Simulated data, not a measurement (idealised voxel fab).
The name of this process module is voxel transistor to metal.
We display cut, a cross-section 285 nm in width whose square cells are each 5 nm.
If you're reading a cross-section in this doc, picture square cells in a grid; it comes to you as bands, top ones listed first down to the bottom, and a band can be one or more rows of cells. This entry defines a band. It first specifies the height of the band's top and the height of its bottom in nm, and then specifies the band's materials from left to right, stating each material with its width in nm. The word "throughout" identifies a single material that fills the band from edge to edge, while the word "air" identifies empty space. Heads up on the height convention: 0 is the point under which the incoming wafer is all one material, and the lowest band has no bottom, it just keeps going down, like "0 down". Width "30..40": first value at the band's top row of cells, second value at its bottom row, equal change from row to row. Any step labelled "remains unaltered" changed none of the cells in the cross-section. Any empty space of 8 cells or more lacking an open way to the top shows up in "Enclosed void catalog" as width x height at distance, distance from the left edge, in nm. Where a step's line continues beyond its settings, the continuation is a remark by the simulator itself on that step. Regarding "overlay nm": on a step with a mask, it is the distance the mask lay to the right of its planned place; a negative value places it to the left.

# List of planned process steps
step 1: RECEIVE with material Si
step 2: OXIDIZE with depth nm 5
step 3: CONFORMAL_DEP with material SiN, thk nm 10
step 4: PATTERN with tone cover, mask id ACTIVE, material resist, width nm 110, pitch nm 135, thk nm 20, overlay nm 0
step 5: DIRECTIONAL_ETCH with etch materials SiN, depth nm 10
step 6: DIRECTIONAL_ETCH with etch materials SiO2, depth nm 5
step 7: DIRECTIONAL_ETCH with etch materials Si, depth nm 30
step 8: STRIP with etch materials resist
step 9: OXIDIZE with depth nm 5
step 10: FILL_DEP with material SiO2, thk nm 10
step 11: CMP with height nm 10
step 12: SELECTIVE_ETCH with etch materials SiO2, depth nm 10
step 13: STRIP with etch materials SiN
step 14: SELECTIVE_ETCH with etch materials SiO2, depth nm 5
step 15: OXIDIZE with depth nm 5
step 16: DIRECTIONAL_DEP with material polySi, thk nm 30
step 17: DIRECTIONAL_DEP with material SiCN, thk nm 15
step 18: PATTERN with tone cover, mask id GATE, material resist, width nm 30, pitch nm 135, thk nm 20, overlay nm 0
step 19: DIRECTIONAL_ETCH with etch materials SiCN, depth nm 25
step 20: DIRECTIONAL_ETCH with etch materials polySi, depth nm 40
step 21: STRIP with etch materials resist
step 22: CONFORMAL_DEP with material SiO2, thk nm 5
step 23: DIRECTIONAL_ETCH with etch materials SiO2, depth nm 5
step 24: CONFORMAL_DEP with material SiN, thk nm 10
step 25: DIRECTIONAL_ETCH with etch materials SiN, depth nm 10
step 26: DIRECTIONAL_ETCH with etch materials SiO2, depth nm 5
step 27: DIRECTIONAL_ETCH with etch materials Si, depth nm 10
step 28: EPI with material pSi, thk nm 10
step 29: FILL_DEP with material SiO2, thk nm 5
step 30: CMP with height nm 25
step 31: STRIP with etch materials polySi
step 32: SELECTIVE_ETCH with etch materials SiO2, depth nm 5
step 33: CONFORMAL_DEP with material HfO2, thk nm 5
step 34: CONFORMAL_DEP with material TiN, thk nm 5
step 35: FILL_DEP with material W, thk nm 10
step 36: CMP with height nm 20
step 37: DIRECTIONAL_DEP with material SiO2, thk nm 10
step 38: MASKED_ETCH with tone open, mask id CONTACT, width nm 15, etch materials SiO2, depth nm 40, overlay nm 0
step 39: CONFORMAL_DEP with material TiN, thk nm 5
step 40: FILL_DEP with material Ru, thk nm 10
step 41: CMP with height nm 30
step 42: CONFORMAL_DEP with material SiN, thk nm 5
step 43: DIRECTIONAL_DEP with material lowk, thk nm 20
step 44: MASKED_ETCH with tone open, mask id METAL_1, width nm 15, etch materials lowk, depth nm 20, overlay nm 0
step 45: MASKED_ETCH with tone open, mask id METAL_1, width nm 15, etch materials SiN, depth nm 5, overlay nm 0
step 46: CONFORMAL_DEP with material TiN, thk nm 5
step 47: FILL_DEP with material Ru, thk nm 10
step 48: CMP with height nm 55
step 49: CONFORMAL_DEP with material SiCN, thk nm 5
step 50: DIRECTIONAL_DEP with material lowk, thk nm 30
step 51: PATTERN with tone open, mask id METAL_2, material resist, width nm 15, pitch nm 135, thk nm 15, overlay nm 0
step 52: DIRECTIONAL_ETCH with etch materials lowk, depth nm 20
step 53: STRIP with etch materials resist
step 54: MASKED_ETCH with tone open, mask id METAL_2_HOLES, width nm 15, pitch nm 135, etch materials lowk, depth nm 10, overlay nm 0
step 55: MASKED_ETCH with tone open, mask id METAL_2_HOLES, width nm 15, pitch nm 135, etch materials SiCN, depth nm 5, overlay nm 0
step 56: CONFORMAL_DEP with material TiN, thk nm 5
step 57: FILL_DEP with material Cu, thk nm 10
step 58: CMP with height nm 90
step 59: CONFORMAL_DEP with material SiCN, thk nm 5

# Cross-section of the incoming wafer, state after step 1
0 down: Si throughout
Enclosed void catalog: none

# The first of the two wafers as seen in cross-section once the module was finished; processing followed the plan
95 to 90: SiCN throughout
90 to 60: lowk 30 nm | TiN 5 nm | Cu 5 nm | TiN 5 nm | lowk 120 nm | TiN 5 nm | Cu 5 nm | TiN 5 nm | lowk 105 nm
60 to 55: SiCN 30 nm | TiN 15 nm | SiCN 120 nm | TiN 15 nm | SiCN 105 nm
55 to 35: lowk 30 nm | TiN 5 nm | Ru 5 nm | TiN 5 nm | lowk 60 nm | TiN 5 nm | Ru 5 nm | TiN 5 nm | lowk 45 nm | TiN 5 nm | Ru 5 nm | TiN 5 nm | lowk 60 nm | TiN 5 nm | Ru 5 nm | TiN 5 nm | lowk 30 nm
35 to 30: SiN 30 nm | TiN 15 nm | SiN 60 nm | TiN 15 nm | SiN 45 nm | TiN 15 nm | SiN 60 nm | TiN 15 nm | SiN 30 nm
30 to 20: SiO2 30 nm | TiN 5 nm | Ru 5 nm | TiN 5 nm | SiO2 60 nm | TiN 5 nm | Ru 5 nm | TiN 5 nm | SiO2 45 nm | TiN 5 nm | Ru 5 nm | TiN 5 nm | SiO2 60 nm | TiN 5 nm | Ru 5 nm | TiN 5 nm | SiO2 30 nm
20 to 5: SiO2 30 nm | TiN 5 nm | Ru 5 nm | TiN 5 nm | SiN 10 nm | HfO2 5 nm | TiN 5 nm | W 20 nm | TiN 5 nm | HfO2 5 nm | SiN 10 nm | TiN 5 nm | Ru 5 nm | TiN 5 nm | SiO2 45 nm | TiN 5 nm | Ru 5 nm | TiN 5 nm | SiN 10 nm | HfO2 5 nm | TiN 5 nm | W 20 nm | TiN 5 nm | HfO2 5 nm | SiN 10 nm | TiN 5 nm | Ru 5 nm | TiN 5 nm | SiO2 30 nm
5 to 0: SiO2 30 nm | TiN 15 nm | SiN 10 nm | HfO2 5 nm | TiN 5 nm | W 20 nm | TiN 5 nm | HfO2 5 nm | SiN 10 nm | TiN 15 nm | SiO2 45 nm | TiN 15 nm | SiN 10 nm | HfO2 5 nm | TiN 5 nm | W 20 nm | TiN 5 nm | HfO2 5 nm | SiN 10 nm | TiN 15 nm | SiO2 30 nm
0 to -5: SiO2 30 nm | TiN 5 nm | pSi 10 nm | SiN 10 nm | HfO2 5 nm | TiN 30 nm | HfO2 5 nm | SiN 10 nm | pSi 10 nm | TiN 5 nm | SiO2 45 nm | TiN 5 nm | pSi 10 nm | SiN 10 nm | HfO2 5 nm | TiN 30 nm | HfO2 5 nm | SiN 10 nm | pSi 10 nm | TiN 5 nm | SiO2 30 nm
-5 to -10: SiO2 30 nm | TiN 5 nm | pSi 10 nm | SiO2 10 nm | HfO2 40 nm | SiO2 10 nm | pSi 10 nm | TiN 5 nm | SiO2 45 nm | TiN 5 nm | pSi 10 nm | SiO2 10 nm | HfO2 40 nm | SiO2 10 nm | pSi 10 nm | TiN 5 nm | SiO2 30 nm
-10 to -20: SiO2 25 nm | pSi 20 nm | Si 60 nm | pSi 20 nm | SiO2 35 nm | pSi 20 nm | Si 60 nm | pSi 20 nm | SiO2 25 nm
-20 to -40: SiO2 25 nm | Si 100 nm | SiO2 35 nm | Si 100 nm | SiO2 25 nm
-40 down: Si throughout
Enclosed void catalog: none

# Wafer two, sectioned after the module: the first wafer's start, the first wafer's plan, and one mistake in how it was run
95 to 90: SiCN throughout
90 to 60: lowk 30 nm | TiN 5 nm | Cu 5 nm | TiN 5 nm | lowk 120 nm | TiN 5 nm | Cu 5 nm | TiN 5 nm | lowk 105 nm
60 to 55: SiCN 30 nm | TiN 15 nm | SiCN 120 nm | TiN 15 nm | SiCN 105 nm
55 to 35: lowk 30 nm | TiN 5 nm | Ru 5 nm | TiN 5 nm | lowk 60 nm | TiN 5 nm | Ru 5 nm | TiN 5 nm | lowk 45 nm | TiN 5 nm | Ru 5 nm | TiN 5 nm | lowk 60 nm | TiN 5 nm | Ru 5 nm | TiN 5 nm | lowk 30 nm
35 to 30: SiN 30 nm | TiN 15 nm | SiN 60 nm | TiN 15 nm | SiN 45 nm | TiN 15 nm | SiN 60 nm | TiN 15 nm | SiN 30 nm
30 to 25: SiO2 25 nm | TiN 5 nm | Ru 5 nm | TiN 5 nm | SiO2 60 nm | TiN 5 nm | Ru 5 nm | TiN 5 nm | SiO2 45 nm | TiN 5 nm | Ru 5 nm | TiN 5 nm | SiO2 60 nm | TiN 5 nm | Ru 5 nm | TiN 5 nm | SiO2 35 nm
25 to 20: SiO2 25 nm | TiN 5 nm | Ru 5 nm | TiN 5 nm | SiO2 60 nm | TiN 15 nm | SiO2 45 nm | TiN 5 nm | Ru 5 nm | TiN 5 nm | SiO2 60 nm | TiN 15 nm | SiO2 35 nm
20 to 5: SiO2 25 nm | TiN 5 nm | Ru 5 nm | TiN 5 nm | SiO2 5 nm | SiN 10 nm | HfO2 5 nm | TiN 5 nm | W 20 nm | TiN 5 nm | HfO2 5 nm | SiN 10 nm | TiN 10 nm | SiO2 45 nm | TiN 5 nm | Ru 5 nm | TiN 5 nm | SiO2 5 nm | SiN 10 nm | HfO2 5 nm | TiN 5 nm | W 20 nm | TiN 5 nm | HfO2 5 nm | SiN 10 nm | TiN 10 nm | SiO2 35 nm
5 to 0: SiO2 25 nm | TiN 15 nm | SiO2 5 nm | SiN 10 nm | HfO2 5 nm | TiN 5 nm | W 20 nm | TiN 5 nm | HfO2 5 nm | SiN 10 nm | TiN 10 nm | SiO2 45 nm | TiN 15 nm | SiO2 5 nm | SiN 10 nm | HfO2 5 nm | TiN 5 nm | W 20 nm | TiN 5 nm | HfO2 5 nm | SiN 10 nm | TiN 10 nm | SiO2 35 nm
0 to -5: SiO2 25 nm | TiN 10 nm | pSi 10 nm | SiN 10 nm | HfO2 5 nm | TiN 30 nm | HfO2 5 nm | SiN 10 nm | pSi 10 nm | SiO2 45 nm | TiN 10 nm | pSi 10 nm | SiN 10 nm | HfO2 5 nm | TiN 30 nm | HfO2 5 nm | SiN 10 nm | pSi 10 nm | SiO2 35 nm
-5 to -10: SiO2 25 nm | TiN 10 nm | pSi 10 nm | SiO2 10 nm | HfO2 40 nm | SiO2 10 nm | pSi 10 nm | SiO2 45 nm | TiN 10 nm | pSi 10 nm | SiO2 10 nm | HfO2 40 nm | SiO2 10 nm | pSi 10 nm | SiO2 35 nm
-10 to -20: SiO2 25 nm | pSi 20 nm | Si 60 nm | pSi 20 nm | SiO2 35 nm | pSi 20 nm | Si 60 nm | pSi 20 nm | SiO2 25 nm
-20 to -40: SiO2 25 nm | Si 100 nm | SiO2 35 nm | Si 100 nm | SiO2 25 nm
-40 down: Si throughout
Enclosed void catalog: none
Here's what went sideways: step 38 was not run as planned; what actually ran was MASKED_ETCH with tone open, mask id CONTACT, width nm 15, etch materials SiO2, depth nm 40, overlay nm -5
At the finish, the second wafer shows more or fewer cells for some materials than the first does: -8 Ru; +8 SiO2
